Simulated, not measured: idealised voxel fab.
Process module under the name voxel capacitor over wiring
We display cut, a cross-section 205 nm in width whose square cells are each 5 nm.
In this document a cross-section is written as a grid of square cells. It is given as a series of bands, listed from the top down, and a band is one or more rows of cells.
The entry gives the band's vertical extent as a top height and a bottom height in nm, then its horizontal make-up as materials from left to right, each with a width in nm. "empty" stands for empty space; a single material marked "throughout" fills the band edge to edge.
Heights are expressed relative to 0, this being the level below which the as-received wafer comprises one material exclusively. The lowest band is unbounded in the downward direction and is denoted as in "0 nm and below".
The expression "30 to 40" gives the width at the extremes of the band, the first number at its top row of cells and the second at its bottom row, with the width changing by equal amounts from each row to the next in between.
"everything unchanged" means the step left every cell of the cross-section as it was.
Each empty space that has no open way to the top and spans at least 8 cells appears under "Closed void roster" as width x height at distance, the distance counted from the left edge, all in nm.
Read whatever lies past the settings on a step's line as the simulator's own remark about the step.
Regarding "overlay nm": on a step with a mask, it is the distance the mask lay to the right of its planned place; a negative value places it to the left.
Planned process steps:
1: RECEIVE | material Si
2: CONFORMAL_DEP | material SiO2 | thk nm 10
3: DIRECTIONAL_DEP | material TiN | thk nm 5
4: DIRECTIONAL_DEP | material Ru | thk nm 20
5: DIRECTIONAL_DEP | material aC | thk nm 10
6: PATTERN | tone cover | mask id METAL_1 | material resist | width nm 30 | pitch nm 90 | thk nm 30 | overlay nm 0
7: DIRECTIONAL_ETCH | etch materials aC | depth nm 10
8: STRIP | etch materials resist
9: DIRECTIONAL_ETCH | etch materials Ru | depth nm 20
10: DIRECTIONAL_ETCH | etch materials TiN | depth nm 5
11: STRIP | etch materials aC
12: FILL_DEP | material lowk | thk nm 10
13: CMP | height nm 35
14: CONFORMAL_DEP | material SiCN | thk nm 5
15: DIRECTIONAL_DEP | material lowk | thk nm 15
16: DIRECTIONAL_DEP | material aC | thk nm 10
17: PATTERN | tone open | mask id PLUG_1 | material resist | width nm 15 | thk nm 30 | overlay nm 0
18: DIRECTIONAL_ETCH | etch materials aC | depth nm 10
19: STRIP | etch materials resist
20: DIRECTIONAL_ETCH | etch materials lowk | depth nm 15
21: DIRECTIONAL_ETCH | etch materials SiCN | depth nm 5
22: STRIP | etch materials aC
23: EPI | material Ru | thk nm 10
24: EPI | material Ru | thk nm 10
25: DIRECTIONAL_DEP | material TiN | thk nm 10
26: DIRECTIONAL_DEP | material HfO2 | thk nm 5
27: DIRECTIONAL_DEP | material TiN | thk nm 5
28: DIRECTIONAL_DEP | material aC | thk nm 10
29: PATTERN | tone cover | mask id UPPER_PLATE | material resist | width nm 65 | thk nm 30 | overlay nm 0
30: DIRECTIONAL_ETCH | etch materials aC | depth nm 10
31: STRIP | etch materials resist
32: DIRECTIONAL_ETCH | etch materials TiN | depth nm 5
33: DIRECTIONAL_ETCH | etch materials HfO2 | depth nm 5
34: STRIP | etch materials aC
35: PATTERN | tone cover | mask id LOWER_PLATE | material resist | width nm 75 | thk nm 20 | overlay nm 0
36: DIRECTIONAL_ETCH | etch materials TiN | depth nm 10
37: STRIP | etch materials resist
38: FILL_DEP | material SiO2 | thk nm 15
39: CMP | height nm 85
40: PATTERN | tone open | mask id PLUG_2 | material resist | width nm 15 | thk nm 15 | overlay nm 0
41: DIRECTIONAL_ETCH | etch materials SiO2 | depth nm 10
42: STRIP | etch materials resist
43: CONFORMAL_DEP | material TiN | thk nm 5
44: FILL_DEP | material Cu | thk nm 10
45: CMP | height nm 85
46: CONFORMAL_DEP | material SiCN | thk nm 5
On the first of the two wafers: run conducted according to plan:
Wafer at receipt (post step 1), cross-section:
  0 nm and below: Si throughout
  Closed void roster: none
After step 2:
  10 nm to 0 nm: SiO2 throughout
  Below a height of 0, the structure has not been altered.
After step 3:
  15 nm to 10 nm: TiN throughout
  Below a height of 10, the structure has not been altered.
After step 4:
  35 nm to 15 nm: Ru throughout
  Below a height of 15, the structure has not been altered.
After step 5:
  45 nm to 35 nm: aC throughout
  Below a height of 35, the structure has not been altered.
After step 6:
  75 nm to 45 nm: empty (40); resist (30); empty (60); resist (30); empty (45)
  Below a height of 45, the structure has not been altered.
After step 7:
  65 nm to 45 nm: empty (40); resist (30); empty (60); resist (30); empty (45)
  45 nm to 35 nm: empty (40); aC (30); empty (60); aC (30); empty (45)
  Below a height of 35, the structure has not been altered.
After step 8:
  45 nm to 35 nm: empty (40); aC (30); empty (60); aC (30); empty (45)
  Below a height of 35, the structure has not been altered.
After step 9:
  45 nm to 35 nm: empty (40); aC (30); empty (60); aC (30); empty (45)
  35 nm to 15 nm: empty (40); Ru (30); empty (60); Ru (30); empty (45)
  Below a height of 15, the structure has not been altered.
After step 10:
  45 nm to 35 nm: empty (40); aC (30); empty (60); aC (30); empty (45)
  35 nm to 15 nm: empty (40); Ru (30); empty (60); Ru (30); empty (45)
  15 nm to 10 nm: empty (40); TiN (30); empty (60); TiN (30); empty (45)
  Below a height of 10, the structure has not been altered.
After step 11:
  35 nm to 15 nm: empty (40); Ru (30); empty (60); Ru (30); empty (45)
  Below a height of 15, the structure has not been altered.
After step 12:
  45 nm to 35 nm: lowk throughout
  35 nm to 15 nm: lowk (40); Ru (30); lowk (60); Ru (30); lowk (45)
  15 nm to 10 nm: lowk (40); TiN (30); lowk (60); TiN (30); lowk (45)
  Below a height of 10, the structure has not been altered.
After step 13:
  35 nm to 15 nm: lowk (40); Ru (30); lowk (60); Ru (30); lowk (45)
  Below a height of 15, the structure has not been altered.
After step 14:
  40 nm to 35 nm: SiCN throughout
  Below a height of 35, the structure has not been altered.
After step 15:
  55 nm to 40 nm: lowk throughout
  Below a height of 40, the structure has not been altered.
After step 16:
  65 nm to 55 nm: aC throughout
  Below a height of 55, the structure has not been altered.
After step 17:
  95 nm to 65 nm: resist (55); empty (15); resist (135)
  Below a height of 65, the structure has not been altered.
After step 18:
  85 nm to 65 nm: resist (55); empty (15); resist (135)
  65 nm to 55 nm: aC (55); empty (15); aC (135)
  Below a height of 55, the structure has not been altered.
After step 19:
  65 nm to 55 nm: aC (55); empty (15); aC (135)
  Below a height of 55, the structure has not been altered.
After step 20:
  65 nm to 55 nm: aC (55); empty (15); aC (135)
  55 nm to 40 nm: lowk (55); empty (15); lowk (135)
  Below a height of 40, the structure has not been altered.
After step 21:
  65 nm to 55 nm: aC (55); empty (15); aC (135)
  55 nm to 40 nm: lowk (55); empty (15); lowk (135)
  40 nm to 35 nm: SiCN (55); empty (15); SiCN (135)
  Below a height of 35, the structure has not been altered.
After step 22:
  55 nm to 40 nm: lowk (55); empty (15); lowk (135)
  Below a height of 40, the structure has not been altered.
After step 23:
  55 nm to 45 nm: lowk (55); empty (15); lowk (135)
  45 nm to 40 nm: lowk (55); Ru (15); lowk (135)
  40 nm to 35 nm: SiCN (55); Ru (15); SiCN (135)
  Below a height of 35, the structure has not been altered.
After step 24:
  55 nm to 40 nm: lowk (55); Ru (15); lowk (135)
  Below a height of 40, the structure has not been altered.
After step 25:
  65 nm to 55 nm: TiN throughout
  Below a height of 55, the structure has not been altered.
After step 26:
  70 nm to 65 nm: HfO2 throughout
  Below a height of 65, the structure has not been altered.
After step 27:
  75 nm to 70 nm: TiN throughout
  Below a height of 70, the structure has not been altered.
After step 28:
  85 nm to 75 nm: aC throughout
  Below a height of 75, the structure has not been altered.
After step 29:
  115 nm to 85 nm: empty (55); resist (65); empty (85)
  Below a height of 85, the structure has not been altered.
After step 30:
  105 nm to 85 nm: empty (55); resist (65); empty (85)
  85 nm to 75 nm: empty (55); aC (65); empty (85)
  Below a height of 75, the structure has not been altered.
After step 31:
  85 nm to 75 nm: empty (55); aC (65); empty (85)
  Below a height of 75, the structure has not been altered.
After step 32:
  85 nm to 75 nm: empty (55); aC (65); empty (85)
  75 nm to 70 nm: empty (55); TiN (65); empty (85)
  Below a height of 70, the structure has not been altered.
After step 33:
  85 nm to 75 nm: empty (55); aC (65); empty (85)
  75 nm to 70 nm: empty (55); TiN (65); empty (85)
  70 nm to 65 nm: empty (55); HfO2 (65); empty (85)
  Below a height of 65, the structure has not been altered.
After step 34:
  75 nm to 70 nm: empty (55); TiN (65); empty (85)
  Below a height of 70, the structure has not been altered.
After step 35:
  95 nm to 75 nm: empty (50); resist (75); empty (80)
  75 nm to 70 nm: empty (50); resist (5); TiN (65); resist (5); empty (80)
  70 nm to 65 nm: empty (50); resist (5); HfO2 (65); resist (5); empty (80)
  Below a height of 65, the structure has not been altered.
After step 36:
  95 nm to 75 nm: empty (50); resist (75); empty (80)
  75 nm to 70 nm: empty (50); resist (5); TiN (65); resist (5); empty (80)
  70 nm to 65 nm: empty (50); resist (5); HfO2 (65); resist (5); empty (80)
  65 nm to 55 nm: empty (50); TiN (75); empty (80)
  Below a height of 55, the structure has not been altered.
After step 37:
  75 nm to 70 nm: empty (55); TiN (65); empty (85)
  70 nm to 65 nm: empty (55); HfO2 (65); empty (85)
  Below a height of 65, the structure has not been altered.
After step 38:
  90 nm to 75 nm: SiO2 throughout
  75 nm to 70 nm: SiO2 (55); TiN (65); SiO2 (85)
  70 nm to 65 nm: SiO2 (55); HfO2 (65); SiO2 (85)
  65 nm to 55 nm: SiO2 (50); TiN (75); SiO2 (80)
  Below a height of 55, the structure has not been altered.
After step 39:
  85 nm to 75 nm: SiO2 throughout
  Below a height of 75, the structure has not been altered.
After step 40:
  100 nm to 85 nm: resist (65); empty (15); resist (125)
  Below a height of 85, the structure has not been altered.
After step 41:
  100 nm to 85 nm: resist (65); empty (15); resist (125)
  85 nm to 75 nm: SiO2 (65); empty (15); SiO2 (125)
  Below a height of 75, the structure has not been altered.
After step 42:
  85 nm to 75 nm: SiO2 (65); empty (15); SiO2 (125)
  Below a height of 75, the structure has not been altered.
After step 43:
  90 nm to 85 nm: TiN (70); empty (5); TiN (130)
  85 nm to 80 nm: SiO2 (65); TiN (5); empty (5); TiN (5); SiO2 (125)
  80 nm to 70 nm: SiO2 (65 to 55); TiN (15 to 65); SiO2 (125 to 85)
  Below a height of 70, the structure has not been altered.
After step 44:
  100 nm to 90 nm: Cu throughout
  90 nm to 85 nm: TiN (70); Cu (5); TiN (130)
  85 nm to 80 nm: SiO2 (65); TiN (5); Cu (5); TiN (5); SiO2 (125)
  Below a height of 80, the structure has not been altered.
After step 45:
  85 nm to 80 nm: SiO2 (65); TiN (5); Cu (5); TiN (5); SiO2 (125)
  Below a height of 80, the structure has not been altered.
After step 46:
  90 nm to 85 nm: SiCN throughout
  Below a height of 85, the structure has not been altered.
Wafer two. Identical start, identical plan. One mistake in execution. Identical history through step 23:
Second wafer: cross-section at the scheduled end of step 24:
  65 nm to 55 nm: TiN (55); empty (15); TiN (135)
  55 nm to 45 nm: lowk (55); TiN (15); lowk (135)
  Below a height of 45, the structure has not been altered.
Second wafer: cross-section at the scheduled end of step 25:
  75 nm to 65 nm: Ru throughout
  65 nm to 55 nm: TiN (55); Ru (15); TiN (135)
  Below a height of 55, the structure has not been altered.
Second wafer: cross-section at the scheduled end of step 26:
  80 nm to 75 nm: HfO2 throughout
  Below a height of 75, the structure has not been altered.
Second wafer: cross-section at the scheduled end of step 27:
  85 nm to 80 nm: TiN throughout
  Below a height of 80, the structure has not been altered.
Second wafer: cross-section at the scheduled end of step 28:
  95 nm to 85 nm: aC throughout
  Below a height of 85, the structure has not been altered.
Second wafer: cross-section at the scheduled end of step 29:
  125 nm to 95 nm: empty (55); resist (65); empty (85)
  Below a height of 95, the structure has not been altered.
Second wafer: cross-section at the scheduled end of step 30:
  115 nm to 95 nm: empty (55); resist (65); empty (85)
  95 nm to 85 nm: empty (55); aC (65); empty (85)
  Below a height of 85, the structure has not been altered.
Second wafer: cross-section at the scheduled end of step 31:
  95 nm to 85 nm: empty (55); aC (65); empty (85)
  Below a height of 85, the structure has not been altered.
Second wafer: cross-section at the scheduled end of step 32:
  95 nm to 85 nm: empty (55); aC (65); empty (85)
  85 nm to 80 nm: empty (55); TiN (65); empty (85)
  Below a height of 80, the structure has not been altered.
Second wafer: cross-section at the scheduled end of step 33:
  95 nm to 85 nm: empty (55); aC (65); empty (85)
  85 nm to 80 nm: empty (55); TiN (65); empty (85)
  80 nm to 75 nm: empty (55); HfO2 (65); empty (85)
  Below a height of 75, the structure has not been altered.
Second wafer: cross-section at the scheduled end of step 34:
  85 nm to 80 nm: empty (55); TiN (65); empty (85)
  Below a height of 80, the structure has not been altered.
Second wafer: cross-section at the scheduled end of step 35:
  105 nm to 85 nm: empty (50); resist (75); empty (80)
  85 nm to 80 nm: empty (50); resist (5); TiN (65); resist (5); empty (80)
  80 nm to 75 nm: empty (50); resist (5); HfO2 (65); resist (5); empty (80)
  Below a height of 75, the structure has not been altered.
Second wafer: cross-section at the scheduled end of step 36: everything unchanged
Second wafer: cross-section at the scheduled end of step 37:
  85 nm to 80 nm: empty (55); TiN (65); empty (85)
  80 nm to 75 nm: empty (55); HfO2 (65); empty (85)
  Below a height of 75, the structure has not been altered.
Second wafer: cross-section at the scheduled end of step 38:
  100 nm to 85 nm: SiO2 throughout
  85 nm to 80 nm: SiO2 (55); TiN (65); SiO2 (85)
  80 nm to 75 nm: SiO2 (55); HfO2 (65); SiO2 (85)
  Below a height of 75, the structure has not been altered.
Second wafer: cross-section at the scheduled end of step 39:
  85 nm to 80 nm: SiO2 (55); TiN (65); SiO2 (85)
  Below a height of 80, the structure has not been altered.
Second wafer: cross-section at the scheduled end of step 40:
  100 nm to 85 nm: resist (65); empty (15); resist (125)
  Below a height of 85, the structure has not been altered.
Second wafer: cross-section at the scheduled end of step 41: everything unchanged
Second wafer: cross-section at the scheduled end of step 42:
  85 nm to 80 nm: SiO2 (55); TiN (65); SiO2 (85)
  Below a height of 80, the structure has not been altered.
Second wafer: cross-section at the scheduled end of step 43:
  90 nm to 85 nm: TiN throughout
  Below a height of 85, the structure has not been altered.
Second wafer: cross-section at the scheduled end of step 44:
  100 nm to 90 nm: Cu throughout
  Below a height of 90, the structure has not been altered.
Second wafer: cross-section at the scheduled end of step 45:
  85 nm to 80 nm: SiO2 (55); TiN (65); SiO2 (85)
  Below a height of 80, the structure has not been altered.
Second wafer: cross-section at the scheduled end of step 46:
  90 nm to 85 nm: SiCN throughout
  Below a height of 85, the structure has not been altered.
What was the processing mistake? steps 24 and 25: order swapped relative to plan
Wafer comparison, final, in cells, second relative to first, materials more or fewer: Cu: 1 fewer; Ru: 82 more; SiO2: 128 fewer; TiN: 47 more
